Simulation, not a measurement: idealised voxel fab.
Herein follows the process module entitled voxel tone inversion.
FYI the section here is cut, 160 nm wide, cells are 5 nm squares.
Format of a cross-section: grid, square cells. Given as bands. Order: top down. Band: one or more rows of cells. First you get the band's top height and its bottom height, in nm, and then the materials it's made of, left to right, with each width in nm. If you see a single material with "full width", that one covers the band edge to edge. "air" is empty space. Heads up on the height convention: 0 is the point under which the incoming wafer is all one material, and the lowest band has no bottom, it just keeps going down, like "0 nm and below". The width entry "30..40" should be interpreted row by row: the top row of cells in the band takes the first number, the bottom row takes the second number, and the change between adjacent rows is uniform throughout. The designation "all unchanged", where it is given for a processing step, indicates that no cell of the cross-section was altered in the course of that step. Listed in "Closed void roster": every empty space of 8 or more cells without an open way to the top. Form: width x height at distance, the distance being from the left edge, all in nm. Formally, on a step line, whatever follows the settings is a remark that the simulator itself makes on the step. overlay nm: for a step with a mask, the amount by which the mask lay right of where it was planned; a negative amount means left of it. Guide to the pairs. Each holds a before and an after cross-section around one process step; the after cross-section is cut off at the lowest band that changed. Look under the pair for the step between them and its settings. Pairs can come from different runs of this module on the same starting wafer, so a pair follows on from the one above it only where its entry headed "Pre-step snapshot" says it does.

Pre-step snapshot:
    0 nm and below = Si full width
    Closed void roster: none

Post-Step Cross-Section:
    5 nm to 0 nm = SiCN full width
    All layers under 0 are left as they were.
    Closed void roster: none
Going from one cross-section above to the next, the wafer undergoes CONFORMAL_DEP,material SiCN,thk nm 5

Pre-step snapshot: starting point is the after cross-section of the pair just above.

Post-Step Cross-Section:
    30 nm to 5 nm = aC full width
    All layers under 5 are left as they were.
    Closed void roster: none
Going from one cross-section above to the next, the wafer undergoes DIRECTIONAL_DEP,material aC,thk nm 25

Pre-step snapshot: starting point is the after cross-section of the pair just above.

Post-Step Cross-Section:
    60 nm to 30 nm = 25 nm air, 25 nm resist, 15 nm air, 25 nm resist, 15 nm air, 25 nm resist, 30 nm air
    All layers under 30 are left as they were.
    Closed void roster: none
Going from one cross-section above to the next, the wafer undergoes PATTERN,tone cover,mask id POSTS,material resist,width nm 25,pitch nm 40,thk nm 30,overlay nm 0

Pre-step snapshot: starting point is the after cross-section of the pair just above.

Post-Step Cross-Section:
    35 nm to 30 nm = 25 nm air, 25 nm resist, 15 nm air, 25 nm resist, 15 nm air, 25 nm resist, 30 nm air
    30 nm to 5 nm = 25 nm air, 25 nm aC, 15 nm air, 25 nm aC, 15 nm air, 25 nm aC, 30 nm air
    All layers under 5 are left as they were.
    Closed void roster: none
Going from one cross-section above to the next, the wafer undergoes DIRECTIONAL_ETCH,etch materials aC,depth nm 25

Pre-step snapshot: starting point is the after cross-section of the pair just above.

Post-Step Cross-Section:
    30 nm to 5 nm = 25 nm air, 25 nm aC, 15 nm air, 25 nm aC, 15 nm air, 25 nm aC, 30 nm air
    All layers under 5 are left as they were.
    Closed void roster: none
Going from one cross-section above to the next, the wafer undergoes STRIP,etch materials resist

Pre-step snapshot: starting point is the after cross-section of the pair just above.

Post-Step Cross-Section:
    35 nm to 30 nm = SiO2 full width
    30 nm to 5 nm = 25 nm SiO2, 25 nm aC, 15 nm SiO2, 25 nm aC, 15 nm SiO2, 25 nm aC, 30 nm SiO2
    All layers under 5 are left as they were.
    Closed void roster: none
Going from one cross-section above to the next, the wafer undergoes FILL_DEP,material SiO2,thk nm 5

Pre-step snapshot: starting point is the after cross-section of the pair just above.

Post-Step Cross-Section:
    30 nm to 5 nm = 25 nm SiO2, 25 nm aC, 15 nm SiO2, 25 nm aC, 15 nm SiO2, 25 nm aC, 30 nm SiO2
    All layers under 5 are left as they were.
    Closed void roster: none
Going from one cross-section above to the next, the wafer undergoes CMP,height nm 30

Pre-step snapshot: starting point is the after cross-section of the pair just above.

Post-Step Cross-Section:
    30 nm to 5 nm = 25 nm SiO2, 25 nm air, 15 nm SiO2, 25 nm air, 15 nm SiO2, 25 nm air, 30 nm SiO2
    All layers under 5 are left as they were.
    Closed void roster: none
Going from one cross-section above to the next, the wafer undergoes STRIP,etch materials aC

Pre-step snapshot:
    0 nm and below = Si full width
    Closed void roster: none

Post-Step Cross-Section:
    25 nm to 0 nm = aC full width
    All layers under 0 are left as they were.
    Closed void roster: none
Going from one cross-section above to the next, the wafer undergoes DIRECTIONAL_DEP,material aC,thk nm 25

Pre-step snapshot: starting point is the after cross-section of the pair just above.

Post-Step Cross-Section:
    55 nm to 25 nm = 25 nm air, 25 nm resist, 15 nm air, 25 nm resist, 15 nm air, 25 nm resist, 30 nm air
    All layers under 25 are left as they were.
    Closed void roster: none
Going from one cross-section above to the next, the wafer undergoes PATTERN,tone cover,mask id POSTS,material resist,width nm 25,pitch nm 40,thk nm 30,overlay nm 0

Pre-step snapshot: starting point is the after cross-section of the pair just above.

Post-Step Cross-Section:
    30 nm to 25 nm = 25 nm air, 25 nm resist, 15 nm air, 25 nm resist, 15 nm air, 25 nm resist, 30 nm air
    25 nm to 0 nm = 25 nm air, 25 nm aC, 15 nm air, 25 nm aC, 15 nm air, 25 nm aC, 30 nm air
    All layers under 0 are left as they were.
    Closed void roster: none
Going from one cross-section above to the next, the wafer undergoes DIRECTIONAL_ETCH,etch materials aC,depth nm 25

Pre-step snapshot: starting point is the after cross-section of the pair just above.

Post-Step Cross-Section:
    25 nm to 0 nm = 25 nm air, 25 nm aC, 15 nm air, 25 nm aC, 15 nm air, 25 nm aC, 30 nm air
    All layers under 0 are left as they were.
    Closed void roster: none
Going from one cross-section above to the next, the wafer undergoes STRIP,etch materials resist

Pre-step snapshot: starting point is the after cross-section of the pair just above.

Post-Step Cross-Section:
    30 nm to 25 nm = SiO2 full width
    25 nm to 0 nm = 25 nm SiO2, 25 nm aC, 15 nm SiO2, 25 nm aC, 15 nm SiO2, 25 nm aC, 30 nm SiO2
    All layers under 0 are left as they were.
    Closed void roster: none
Going from one cross-section above to the next, the wafer undergoes FILL_DEP,material SiO2,thk nm 5

Pre-step snapshot:
    25 nm to 0 nm = aC full width
    0 nm and below = Si full width
    Closed void roster: none

Post-Step Cross-Section:
    30 nm to 25 nm = SiCN full width
    All layers under 25 are left as they were.
    Closed void roster: none
Going from one cross-section above to the next, the wafer undergoes CONFORMAL_DEP,material SiCN,thk nm 5

Pre-step snapshot: starting point is the after cross-section of the pair just above.

Post-Step Cross-Section:
    60 nm to 30 nm = 25 nm air, 25 nm resist, 15 nm air, 25 nm resist, 15 nm air, 25 nm resist, 30 nm air
    All layers under 30 are left as they were.
    Closed void roster: none
Going from one cross-section above to the next, the wafer undergoes PATTERN,tone cover,mask id POSTS,material resist,width nm 25,pitch nm 40,thk nm 30,overlay nm 0

Pre-step snapshot: starting point is the after cross-section of the pair just above.

Post-Step Cross-Section:
    35 nm to 30 nm = 25 nm air, 25 nm resist, 15 nm air, 25 nm resist, 15 nm air, 25 nm resist, 30 nm air
    All layers under 30 are left as they were.
    Closed void roster: none
Going from one cross-section above to the next, the wafer undergoes DIRECTIONAL_ETCH,etch materials aC,depth nm 25

Pre-step snapshot: starting point is the after cross-section of the pair just above.

Post-Step Cross-Section:
    30 nm to 25 nm = SiCN full width
    All layers under 25 are left as they were.
    Closed void roster: none
Going from one cross-section above to the next, the wafer undergoes STRIP,etch materials resist

Pre-step snapshot: starting point is the after cross-section of the pair just above.

Post-Step Cross-Section:
    35 nm to 30 nm = SiO2 full width
    All layers under 30 are left as they were.
    Closed void roster: none
Going from one cross-section above to the next, the wafer undergoes FILL_DEP,material SiO2,thk nm 5

Pre-step snapshot: starting point is the after cross-section of the pair just above.

Post-Step Cross-Section:
    30 nm to 25 nm = SiCN full width
    All layers under 25 are left as they were.
    Closed void roster: none
Going from one cross-section above to the next, the wafer undergoes CMP,height nm 30

Pre-step snapshot:
    35 nm to 30 nm = SiO2 full width
    30 nm to 5 nm = 25 nm SiO2, 25 nm aC, 15 nm SiO2, 25 nm aC, 15 nm SiO2, 25 nm aC, 30 nm SiO2
    5 nm to 0 nm = SiCN full width
    0 nm and below = Si full width
    Closed void roster: none

Post-Step Cross-Section:
    25 nm to 5 nm = 25 nm SiO2, 25 nm aC, 15 nm SiO2, 25 nm aC, 15 nm SiO2, 25 nm aC, 30 nm SiO2
    All layers under 5 are left as they were.
    Closed void roster: none
Going from one cross-section above to the next, the wafer undergoes CMP,height nm 25

Pre-step snapshot: starting point is the after cross-section of the pair just above.

Post-Step Cross-Section:
    25 nm to 5 nm = 25 nm SiO2, 25 nm air, 15 nm SiO2, 25 nm air, 15 nm SiO2, 25 nm air, 30 nm SiO2
    All layers under 5 are left as they were.
    Closed void roster: none
Going from one cross-section above to the next, the wafer undergoes STRIP,etch materials aC

Pre-step snapshot:
    30 nm to 5 nm = aC full width
    5 nm to 0 nm = SiCN full width
    0 nm and below = Si full width
    Closed void roster: none

Post-Step Cross-Section:
    60 nm to 30 nm = 30 nm air, 15 nm resist, 25 nm air, 15 nm resist, 25 nm air, 15 nm resist, 35 nm air
    All layers under 30 are left as they were.
    Closed void roster: none
Going from one cross-section above to the next, the wafer undergoes PATTERN,tone cover,mask id POSTS,material resist,width nm 15,pitch nm 40,thk nm 30,overlay nm 0

Pre-step snapshot: starting point is the after cross-section of the pair just above.

Post-Step Cross-Section:
    35 nm to 30 nm = 30 nm air, 15 nm resist, 25 nm air, 15 nm resist, 25 nm air, 15 nm resist, 35 nm air
    30 nm to 5 nm = 30 nm air, 15 nm aC, 25 nm air, 15 nm aC, 25 nm air, 15 nm aC, 35 nm air
    All layers under 5 are left as they were.
    Closed void roster: none
Going from one cross-section above to the next, the wafer undergoes DIRECTIONAL_ETCH,etch materials aC,depth nm 25

Pre-step snapshot: starting point is the after cross-section of the pair just above.

Post-Step Cross-Section:
    30 nm to 5 nm = 30 nm air, 15 nm aC, 25 nm air, 15 nm aC, 25 nm air, 15 nm aC, 35 nm air
    All layers under 5 are left as they were.
    Closed void roster: none
Going from one cross-section above to the next, the wafer undergoes STRIP,etch materials resist

Pre-step snapshot: starting point is the after cross-section of the pair just above.

Post-Step Cross-Section:
    35 nm to 30 nm = SiO2 full width
    30 nm to 5 nm = 30 nm SiO2, 15 nm aC, 25 nm SiO2, 15 nm aC, 25 nm SiO2, 15 nm aC, 35 nm SiO2
    All layers under 5 are left as they were.
    Closed void roster: none
Going from one cross-section above to the next, the wafer undergoes FILL_DEP,material SiO2,thk nm 5

Pre-step snapshot: starting point is the after cross-section of the pair just above.

Post-Step Cross-Section:
    30 nm to 5 nm = 30 nm SiO2, 15 nm aC, 25 nm SiO2, 15 nm aC, 25 nm SiO2, 15 nm aC, 35 nm SiO2
    All layers under 5 are left as they were.
    Closed void roster: none
Going from one cross-section above to the next, the wafer undergoes CMP,height nm 30

Pre-step snapshot: starting point is the after cross-section of the pair just above.

Post-Step Cross-Section:
    30 nm to 5 nm = 30 nm SiO2, 15 nm air, 25 nm SiO2, 15 nm air, 25 nm SiO2, 15 nm air, 35 nm SiO2
    All layers under 5 are left as they were.
    Closed void roster: none
Going from one cross-section above to the next, the wafer undergoes STRIP,etch materials aC

Pre-step snapshot:
    30 nm to 5 nm = aC full width
    5 nm to 0 nm = SiCN full width
    0 nm and below = Si full width
    Closed void roster: none

Post-Step Cross-Section:
    60 nm to 30 nm = 20 nm air, 25 nm resist, 15 nm air, 25 nm resist, 15 nm air, 25 nm resist, 35 nm air
    All layers under 30 are left as they were.
    Closed void roster: none
Going from one cross-section above to the next, the wafer undergoes PATTERN,tone cover,mask id POSTS,material resist,width nm 25,pitch nm 40,thk nm 30,overlay nm -5

Pre-step snapshot: starting point is the after cross-section of the pair just above.

Post-Step Cross-Section:
    35 nm to 30 nm = 20 nm air, 25 nm resist, 15 nm air, 25 nm resist, 15 nm air, 25 nm resist, 35 nm air
    30 nm to 5 nm = 20 nm air, 25 nm aC, 15 nm air, 25 nm aC, 15 nm air, 25 nm aC, 35 nm air
    All layers under 5 are left as they were.
    Closed void roster: none
Going from one cross-section above to the next, the wafer undergoes DIRECTIONAL_ETCH,etch materials aC,depth nm 25

Pre-step snapshot: starting point is the after cross-section of the pair just above.

Post-Step Cross-Section:
    30 nm to 5 nm = 20 nm air, 25 nm aC, 15 nm air, 25 nm aC, 15 nm air, 25 nm aC, 35 nm air
    All layers under 5 are left as they were.
    Closed void roster: none
Going from one cross-section above to the next, the wafer undergoes STRIP,etch materials resist

Pre-step snapshot: starting point is the after cross-section of the pair just above.

Post-Step Cross-Section:
    35 nm to 30 nm = SiO2 full width
    30 nm to 5 nm = 20 nm SiO2, 25 nm aC, 15 nm SiO2, 25 nm aC, 15 nm SiO2, 25 nm aC, 35 nm SiO2
    All layers under 5 are left as they were.
    Closed void roster: none
Going from one cross-section above to the next, the wafer undergoes FILL_DEP,material SiO2,thk nm 5

Pre-step snapshot: starting point is the after cross-section of the pair just above.

Post-Step Cross-Section:
    30 nm to 5 nm = 20 nm SiO2, 25 nm aC, 15 nm SiO2, 25 nm aC, 15 nm SiO2, 25 nm aC, 35 nm SiO2
    All layers under 5 are left as they were.
    Closed void roster: none
Going from one cross-section above to the next, the wafer undergoes CMP,height nm 30

Pre-step snapshot: starting point is the after cross-section of the pair just above.

Post-Step Cross-Section:
    30 nm to 5 nm = 20 nm SiO2, 25 nm air, 15 nm SiO2, 25 nm air, 15 nm SiO2, 25 nm air, 35 nm SiO2
    All layers under 5 are left as they were.
    Closed void roster: none
Going from one cross-section above to the next, the wafer undergoes STRIP,etch materials aC

Pre-step snapshot:
    30 nm to 5 nm = 25 nm SiO2, 25 nm aC, 15 nm SiO2, 25 nm aC, 15 nm SiO2, 25 nm aC, 30 nm SiO2
    5 nm to 0 nm = SiCN full width
    0 nm and below = Si full width
    Closed void roster: none

Post-Step Cross-Section:
    30 nm to 5 nm = 25 nm air, 25 nm aC, 15 nm air, 25 nm aC, 15 nm air, 25 nm aC, 30 nm air
    All layers under 5 are left as they were.
    Closed void roster: none
Going from one cross-section above to the next, the wafer undergoes STRIP,etch materials SiO2

Pre-step snapshot:
    30 nm to 5 nm = aC full width
    5 nm to 0 nm = SiCN full width
    0 nm and below = Si full width
    Closed void roster: none

Post-Step Cross-Section:
    60 nm to 30 nm = 25 nm resist, 25 nm air, 15 nm resist, 25 nm air, 15 nm resist, 25 nm air, 30 nm resist
    All layers under 30 are left as they were.
    Closed void roster: none
Going from one cross-section above to the next, the wafer undergoes PATTERN,tone open,mask id POSTS,material resist,width nm 25,pitch nm 40,thk nm 30,overlay nm 0

Pre-step snapshot: starting point is the after cross-section of the pair just above.

Post-Step Cross-Section:
    35 nm to 30 nm = 25 nm resist, 25 nm air, 15 nm resist, 25 nm air, 15 nm resist, 25 nm air, 30 nm resist
    30 nm to 5 nm = 25 nm aC, 25 nm air, 15 nm aC, 25 nm air, 15 nm aC, 25 nm air, 30 nm aC
    All layers under 5 are left as they were.
    Closed void roster: none
Going from one cross-section above to the next, the wafer undergoes DIRECTIONAL_ETCH,etch materials aC,depth nm 25

Pre-step snapshot: starting point is the after cross-section of the pair just above.

Post-Step Cross-Section:
    30 nm to 5 nm = 25 nm aC, 25 nm air, 15 nm aC, 25 nm air, 15 nm aC, 25 nm air, 30 nm aC
    All layers under 5 are left as they were.
    Closed void roster: none
Going from one cross-section above to the next, the wafer undergoes STRIP,etch materials resist

Pre-step snapshot: starting point is the after cross-section of the pair just above.

Post-Step Cross-Section:
    35 nm to 30 nm = SiO2 full width
    30 nm to 5 nm = 25 nm aC, 25 nm SiO2, 15 nm aC, 25 nm SiO2, 15 nm aC, 25 nm SiO2, 30 nm aC
    All layers under 5 are left as they were.
    Closed void roster: none
Going from one cross-section above to the next, the wafer undergoes FILL_DEP,material SiO2,thk nm 5

Pre-step snapshot: starting point is the after cross-section of the pair just above.

Post-Step Cross-Section:
    30 nm to 5 nm = 25 nm aC, 25 nm SiO2, 15 nm aC, 25 nm SiO2, 15 nm aC, 25 nm SiO2, 30 nm aC
    All layers under 5 are left as they were.
    Closed void roster: none
Going from one cross-section above to the next, the wafer undergoes CMP,height nm 30

Pre-step snapshot: starting point is the after cross-section of the pair just above.

Post-Step Cross-Section:
    30 nm to 5 nm = 25 nm air, 25 nm SiO2, 15 nm air, 25 nm SiO2, 15 nm air, 25 nm SiO2, 30 nm air
    All layers under 5 are left as they were.
    Closed void roster: none
Going from one cross-section above to the next, the wafer undergoes STRIP,etch materials aC
